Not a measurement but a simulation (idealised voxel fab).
Title: Process Module voxel lift off
In the cross-section labelled cut, the width is 170 nm and each square cell is 5 nm.
For the purposes of this document, a cross-section shall be understood as a grid of square cells, specified as bands listed in top-to-bottom order, each band consisting of one or more rows of cells. Heights first: top, then bottom, in nm. Then materials, left to right, each with a width in nm. "edge to edge" on a single material: fills the band edge to edge. "empty": empty space. Measure heights from 0. That's the level where, below it, the as-received wafer is all one material. The lowest band is bottomless and extends downward; write it as in "z 0 and below". Note: "30 to 40" means the width goes from the first number (top row of the band) to the second number (bottom row) in equal steps per row of cells. The designation "remains unaltered", where it is given for a processing step, indicates that no cell of the cross-section was altered in the course of that step. In the "Completely enclosed voids" entry, you get each enclosed empty space of 8 cells or more, one with no open way to the top, written width x height at distance, distance from the left edge, in nm. Past the settings on a step's line: simulator remark, on that step. overlay nm: right-of-plan distance of the mask on a masked step; negative values mean left-of-plan.

# These are the steps we planned for the process
1: RECEIVE with material Si
2: CONFORMAL_DEP with material SiN, thk nm 5
3: PATTERN with tone open, mask id LINES, material resist, width nm 20, pitch nm 50, thk nm 25, overlay nm -15
4: DIRECTIONAL_DEP with material Ru, thk nm 10
5: STRIP with etch materials resist
6: CONFORMAL_DEP with material SiCN, thk nm 5
All wafers enter the flow in the same state. The overlay nm at step 3 differs from wafer to wafer, and the plan gives the value for the first wafer.

# Cross-section of the first of several wafers on receipt, reflecting completion of step 1
	z 0 and below: Si edge to edge
	Completely enclosed voids: none

# After the module's final step, step 6: the first of several wafers in cross-section
	z 20 to 15: empty 30 nm / SiCN 30 nm / empty 20 nm / SiCN 30 nm / empty 60 nm
	z 15 to 10: empty 30 nm / SiCN 5 nm / Ru 20 nm / SiCN 5 nm / empty 20 nm / SiCN 5 nm / Ru 20 nm / SiCN 5 nm / empty 60 nm
	z 10 to 5: SiCN 35 nm / Ru 20 nm / SiCN 30 nm / Ru 20 nm / SiCN 65 nm
	z 5 to 0: SiN edge to edge
	z 0 and below: Si edge to edge
	Completely enclosed voids: none

# So this is the cross-section on the last wafer at the end of the module
	z 20 to 15: empty 60 nm / SiCN 30 nm / empty 20 nm / SiCN 30 nm / empty 30 nm
	z 15 to 10: empty 60 nm / SiCN 5 nm / Ru 20 nm / SiCN 5 nm / empty 20 nm / SiCN 5 nm / Ru 20 nm / SiCN 5 nm / empty 30 nm
	z 10 to 5: SiCN 65 nm / Ru 20 nm / SiCN 30 nm / Ru 20 nm / SiCN 35 nm
	z 5 to 0: SiN edge to edge
	z 0 and below: Si edge to edge
	Completely enclosed voids: none

# Per wafer, end of module: cells gained (+) or lost (-) per material since receipt, then closed voids
overlay nm -15, +16 Ru, +42 SiCN, +34 SiN, Completely enclosed voids: none
overlay nm -10, +16 Ru, +42 SiCN, +34 SiN, Completely enclosed voids: none
overlay nm -5, +16 Ru, +42 SiCN, +34 SiN, Completely enclosed voids: none
overlay nm 0, +16 Ru, +42 SiCN, +34 SiN, Completely enclosed voids: none
overlay nm 5, +16 Ru, +42 SiCN, +34 SiN, Completely enclosed voids: none
overlay nm 10, +16 Ru, +42 SiCN, +34 SiN, Completely enclosed voids: none
overlay nm 15, +16 Ru, +42 SiCN, +34 SiN, Completely enclosed voids: none
